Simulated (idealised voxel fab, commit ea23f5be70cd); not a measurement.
The process module presented herein is designated voxel double patterning.
Pictured: cross-section cut, 260 nm wide, on a grid of 5 nm square cells.
If you're reading a cross-section in this doc, picture square cells in a grid; it comes to you as bands, top ones listed first down to the bottom, and a band can be one or more rows of cells. Each band's line starts with the height of the band's top and of its bottom, in nm. Then come its materials from left to right, each with its width in nm. One material with "full width" fills the band from edge to edge. "empty" is empty space. Basically, 0 is our baseline, since under it the wafer straight out of the box is all one material. The bottom band has no lower end and keeps on going down, so it looks like "0 down". Think of "30..40" as a width that walks from the first number to the second as you go down the band, top row to bottom row, taking equal-sized steps from row to row. The cross-section has no changed cell in any step marked "remained the same". "Closed voids list" means: voids of 8 cells or more that are shut off from the top with no open way through. Written width x height at distance, distance from the left edge, in nm. On a step's line, text after the settings is the simulator commenting on that step. A step line may carry the setting "overlay nm", which, for steps involving a mask, states the distance by which the mask lay to the right of its intended position; negative values denote displacement to the left.

-- So here's the lineup of process steps we planned
1 RECEIVE (material Si)
2 CONFORMAL_DEP (material SiO2; thk nm 5)
3 DIRECTIONAL_DEP (material polySi; thk nm 20)
4 DIRECTIONAL_DEP (material SiN; thk nm 5)
5 PATTERN (tone open; mask id FIRST; material resist; width nm 15; pitch nm 50; thk nm 20; overlay nm 0)
6 DIRECTIONAL_ETCH (etch materials SiN; depth nm 5)
7 STRIP (etch materials resist)
8 MASKED_ETCH (tone open; mask id SECOND; width nm 15; pitch nm 50; etch materials SiN; depth nm 5; overlay nm 0)
9 DIRECTIONAL_ETCH (etch materials polySi; depth nm 10)
10 STRIP (etch materials SiN)
varied across the wafers: depth nm of step 9. The plan shows the first wafer's value. All wafers start alike

-- As-received cross-section, first of several wafers, post step 1
> 0 down  Si full width
> Closed voids list: none

-- End-of-module cross-section, first of several wafers, after last step 10
> 25 to 15  70 of polySi; 15 of empty; 10 of polySi; 15 of empty; 10 of polySi; 15 of empty; 10 of polySi; 15 of empty; 10 of polySi; 15 of empty; 75 of polySi
> 15 to 5  polySi full width
> 5 to 0  SiO2 full width
> 0 down  Si full width
> Closed voids list: none

-- Cross-section of the final wafer among several, taken at the end of the module
> 25 to 5  70 of polySi; 15 of empty; 10 of polySi; 15 of empty; 10 of polySi; 15 of empty; 10 of polySi; 15 of empty; 10 of polySi; 15 of empty; 75 of polySi
> 5 to 0  SiO2 full width
> 0 down  Si full width
> Closed voids list: none

-- Per wafer, end of module: cells gained (+) or lost (-) per material since receipt, then closed voids
depth nm 10; +52 SiO2; +178 polySi; Closed voids list: none
depth nm 15; +52 SiO2; +163 polySi; Closed voids list: none
depth nm 20; +52 SiO2; +148 polySi; Closed voids list: none
depth nm 25; +52 SiO2; +148 polySi; Closed voids list: none
depth nm 30; +52 SiO2; +148 polySi; Closed voids list: none
depth nm 35; +52 SiO2; +148 polySi; Closed voids list: none
